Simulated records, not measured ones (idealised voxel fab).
Process module under the name voxel gate over fins
We display cut, a cross-section 225 nm in width whose square cells are each 5 nm.
A cross-section is written here as square cells arranged in a grid, and it is given in bands from the top down, each band taking up one or more rows of cells. The band entry comprises the height of the band's top followed by the height of its bottom, expressed in nm, and subsequently the band's materials from left to right, each stated together with its width in nm. Where a single material is marked with the word "all across", that material fills the band from edge to edge. The word "empty" represents empty space. Heads up on the height convention: 0 is the point under which the incoming wafer is all one material, and the lowest band has no bottom, it just keeps going down, like "0 down". It should be noted that a width expressed as "30..40" varies in equal increments from row to row of cells within the band, taking the value of the first number at the top row and that of the second number at the bottom row. The designation "remained the same", where it is given for a processing step, indicates that no cell of the cross-section was altered in the course of that step. Look at "Sealed cavities" for the closed voids: empty spaces with no open path to the top, sized 8 cells or up. Each is width x height at distance, distance from the left edge, all nm. On a step's line, text after the settings is the simulator commenting on that step. overlay nm: on a step with a mask, how far right of its planned place the mask lay; negative means left.
Here's what the planned process steps look like
1. RECEIVE: material Si
2. CONFORMAL_DEP: material SiN, thk nm 5
3. PATTERN: tone cover, mask id FINS, material resist, width nm 15, pitch nm 40, thk nm 15, overlay nm 0
4. DIRECTIONAL_ETCH: etch materials SiN, depth nm 5
5. DIRECTIONAL_ETCH: etch materials Si, depth nm 40
6. STRIP: etch materials resist
7. OXIDIZE: depth nm 5
8. FILL_DEP: material SiO2, thk nm 10
9. CMP: height nm 5
10. SELECTIVE_ETCH: etch materials SiO2, depth nm 15
11. STRIP: etch materials SiN
12. CONFORMAL_DEP: material HfO2, thk nm 5
13. CONFORMAL_DEP: material TiN, thk nm 5
14. FILL_DEP: material W, thk nm 15
15. CMP: height nm 20
16. CONFORMAL_DEP: material SiCN, thk nm 5
First of two wafers, processed according to plan
As-received state of the wafer in cross-section, equivalent to post-step 1
0 down = Si all across
Sealed cavities: none
Cross-sectional representation of the wafer at the conclusion of step 2
5 to 0 = SiN all across
At heights below 0, the structure remains unaltered.
Cross-sectional representation of the wafer at the conclusion of step 3
20 to 5 = 45 empty | 15 resist | 25 empty | 15 resist | 25 empty | 15 resist | 25 empty | 15 resist | 45 empty
At heights below 5, the structure remains unaltered.
Cross-sectional representation of the wafer at the conclusion of step 4
20 to 5 = 45 empty | 15 resist | 25 empty | 15 resist | 25 empty | 15 resist | 25 empty | 15 resist | 45 empty
5 to 0 = 45 empty | 15 SiN | 25 empty | 15 SiN | 25 empty | 15 SiN | 25 empty | 15 SiN | 45 empty
At heights below 0, the structure remains unaltered.
Cross-sectional representation of the wafer at the conclusion of step 5
20 to 5 = 45 empty | 15 resist | 25 empty | 15 resist | 25 empty | 15 resist | 25 empty | 15 resist | 45 empty
5 to 0 = 45 empty | 15 SiN | 25 empty | 15 SiN | 25 empty | 15 SiN | 25 empty | 15 SiN | 45 empty
0 to -40 = 45 empty | 15 Si | 25 empty | 15 Si | 25 empty | 15 Si | 25 empty | 15 Si | 45 empty
At heights below -40, the structure remains unaltered.
Cross-sectional representation of the wafer at the conclusion of step 6
5 to 0 = 45 empty | 15 SiN | 25 empty | 15 SiN | 25 empty | 15 SiN | 25 empty | 15 SiN | 45 empty
At heights below 0, the structure remains unaltered.
Cross-sectional representation of the wafer at the conclusion of step 7
5 to 0 = 45 empty | 15 SiN | 25 empty | 15 SiN | 25 empty | 15 SiN | 25 empty | 15 SiN | 45 empty
0 to -40 = 45 empty | 5 SiO2 | 5 Si | 5 SiO2 | 25 empty | 5 SiO2 | 5 Si | 5 SiO2 | 25 empty | 5 SiO2 | 5 Si | 5 SiO2 | 25 empty | 5 SiO2 | 5 Si | 5 SiO2 | 45 empty
-40 to -45 = 50 SiO2 | 5 Si | 35 SiO2 | 5 Si | 35 SiO2 | 5 Si | 35 SiO2 | 5 Si | 50 SiO2
At heights below -45, the structure remains unaltered.
Cross-sectional representation of the wafer at the conclusion of step 8
15 to 5 = SiO2 all across
5 to 0 = 45 SiO2 | 15 SiN | 25 SiO2 | 15 SiN | 25 SiO2 | 15 SiN | 25 SiO2 | 15 SiN | 45 SiO2
0 to -45 = 50 SiO2 | 5 Si | 35 SiO2 | 5 Si | 35 SiO2 | 5 Si | 35 SiO2 | 5 Si | 50 SiO2
At heights below -45, the structure remains unaltered.
Cross-sectional representation of the wafer at the conclusion of step 9
5 to 0 = 45 SiO2 | 15 SiN | 25 SiO2 | 15 SiN | 25 SiO2 | 15 SiN | 25 SiO2 | 15 SiN | 45 SiO2
At heights below 0, the structure remains unaltered.
Cross-sectional representation of the wafer at the conclusion of step 10
5 to 0 = 45 empty | 15 SiN | 25 empty | 15 SiN | 25 empty | 15 SiN | 25 empty | 15 SiN | 45 empty
0 to -10 = 50 empty | 5 Si | 35 empty | 5 Si | 35 empty | 5 Si | 35 empty | 5 Si | 50 empty
At heights below -10, the structure remains unaltered.
Cross-sectional representation of the wafer at the conclusion of step 11
0 to -10 = 50 empty | 5 Si | 35 empty | 5 Si | 35 empty | 5 Si | 35 empty | 5 Si | 50 empty
At heights below -10, the structure remains unaltered.
Cross-sectional representation of the wafer at the conclusion of step 12
5 to 0 = 45 empty | 15 HfO2 | 25 empty | 15 HfO2 | 25 empty | 15 HfO2 | 25 empty | 15 HfO2 | 45 empty
0 to -5 = 45 empty | 5 HfO2 | 5 Si | 5 HfO2 | 25 empty | 5 HfO2 | 5 Si | 5 HfO2 | 25 empty | 5 HfO2 | 5 Si | 5 HfO2 | 25 empty | 5 HfO2 | 5 Si | 5 HfO2 | 45 empty
-5 to -10 = 50 HfO2 | 5 Si | 35 HfO2 | 5 Si | 35 HfO2 | 5 Si | 35 HfO2 | 5 Si | 50 HfO2
At heights below -10, the structure remains unaltered.
Cross-sectional representation of the wafer at the conclusion of step 13
10 to 5 = 40 empty | 25 TiN | 15 empty | 25 TiN | 15 empty | 25 TiN | 15 empty | 25 TiN | 40 empty
5 to 0 = 40 empty | 5 TiN | 15 HfO2 | 5 TiN | 15 empty | 5 TiN | 15 HfO2 | 5 TiN | 15 empty | 5 TiN | 15 HfO2 | 5 TiN | 15 empty | 5 TiN | 15 HfO2 | 5 TiN | 40 empty
0 to -5 = 45 TiN | 5 HfO2 | 5 Si | 5 HfO2 | 25 TiN | 5 HfO2 | 5 Si | 5 HfO2 | 25 TiN | 5 HfO2 | 5 Si | 5 HfO2 | 25 TiN | 5 HfO2 | 5 Si | 5 HfO2 | 45 TiN
At heights below -5, the structure remains unaltered.
Cross-sectional representation of the wafer at the conclusion of step 14
25 to 10 = W all across
10 to 5 = 40 W | 25 TiN | 15 W | 25 TiN | 15 W | 25 TiN | 15 W | 25 TiN | 40 W
5 to 0 = 40 W | 5 TiN | 15 HfO2 | 5 TiN | 15 W | 5 TiN | 15 HfO2 | 5 TiN | 15 W | 5 TiN | 15 HfO2 | 5 TiN | 15 W | 5 TiN | 15 HfO2 | 5 TiN | 40 W
At heights below 0, the structure remains unaltered.
Cross-sectional representation of the wafer at the conclusion of step 15
20 to 10 = W all across
At heights below 10, the structure remains unaltered.
Cross-sectional representation of the wafer at the conclusion of step 16
25 to 20 = SiCN all across
At heights below 20, the structure remains unaltered.
The second wafer began exactly as the first did and followed the same plan, but one mistake was made while running it; through step 9 inclusive, the two wafers are identical
At the planned end of step 10, the second wafer in cross-section
5 to 0 = 45 empty | 15 SiN | 25 empty | 15 SiN | 25 empty | 15 SiN | 25 empty | 15 SiN | 45 empty
0 to -25 = 50 empty | 5 Si | 35 empty | 5 Si | 35 empty | 5 Si | 35 empty | 5 Si | 50 empty
At heights below -25, the structure remains unaltered.
At the planned end of step 11, the second wafer in cross-section
0 to -25 = 50 empty | 5 Si | 35 empty | 5 Si | 35 empty | 5 Si | 35 empty | 5 Si | 50 empty
At heights below -25, the structure remains unaltered.
At the planned end of step 12, the second wafer in cross-section
5 to 0 = 45 empty | 15 HfO2 | 25 empty | 15 HfO2 | 25 empty | 15 HfO2 | 25 empty | 15 HfO2 | 45 empty
0 to -20 = 45 empty | 5 HfO2 | 5 Si | 5 HfO2 | 25 empty | 5 HfO2 | 5 Si | 5 HfO2 | 25 empty | 5 HfO2 | 5 Si | 5 HfO2 | 25 empty | 5 HfO2 | 5 Si | 5 HfO2 | 45 empty
-20 to -25 = 50 HfO2 | 5 Si | 35 HfO2 | 5 Si | 35 HfO2 | 5 Si | 35 HfO2 | 5 Si | 50 HfO2
At heights below -25, the structure remains unaltered.
At the planned end of step 13, the second wafer in cross-section
10 to 5 = 40 empty | 25 TiN | 15 empty | 25 TiN | 15 empty | 25 TiN | 15 empty | 25 TiN | 40 empty
5 to 0 = 40 empty | 5 TiN | 15 HfO2 | 5 TiN | 15 empty | 5 TiN | 15 HfO2 | 5 TiN | 15 empty | 5 TiN | 15 HfO2 | 5 TiN | 15 empty | 5 TiN | 15 HfO2 | 5 TiN | 40 empty
0 to -15 = 40 empty | 5 TiN | 5 HfO2 | 5 Si | 5 HfO2 | 5 TiN | 15 empty | 5 TiN | 5 HfO2 | 5 Si | 5 HfO2 | 5 TiN | 15 empty | 5 TiN | 5 HfO2 | 5 Si | 5 HfO2 | 5 TiN | 15 empty | 5 TiN | 5 HfO2 | 5 Si | 5 HfO2 | 5 TiN | 40 empty
-15 to -20 = 45 TiN | 5 HfO2 | 5 Si | 5 HfO2 | 25 TiN | 5 HfO2 | 5 Si | 5 HfO2 | 25 TiN | 5 HfO2 | 5 Si | 5 HfO2 | 25 TiN | 5 HfO2 | 5 Si | 5 HfO2 | 45 TiN
At heights below -20, the structure remains unaltered.
At the planned end of step 14, the second wafer in cross-section
25 to 10 = W all across
10 to 5 = 40 W | 25 TiN | 15 W | 25 TiN | 15 W | 25 TiN | 15 W | 25 TiN | 40 W
5 to 0 = 40 W | 5 TiN | 15 HfO2 | 5 TiN | 15 W | 5 TiN | 15 HfO2 | 5 TiN | 15 W | 5 TiN | 15 HfO2 | 5 TiN | 15 W | 5 TiN | 15 HfO2 | 5 TiN | 40 W
0 to -15 = 40 W | 5 TiN | 5 HfO2 | 5 Si | 5 HfO2 | 5 TiN | 15 W | 5 TiN | 5 HfO2 | 5 Si | 5 HfO2 | 5 TiN | 15 W | 5 TiN | 5 HfO2 | 5 Si | 5 HfO2 | 5 TiN | 15 W | 5 TiN | 5 HfO2 | 5 Si | 5 HfO2 | 5 TiN | 40 W
At heights below -15, the structure remains unaltered.
At the planned end of step 15, the second wafer in cross-section
20 to 10 = W all across
At heights below 10, the structure remains unaltered.
At the planned end of step 16, the second wafer in cross-section
25 to 20 = SiCN all across
At heights below 20, the structure remains unaltered.
Deviation from plan: twice over, step 10 of the plan was run
Final tally in cells, some materials are higher or lower on the second wafer than on the first: HfO2 +24 | SiO2 -123 | TiN +24 | W +75
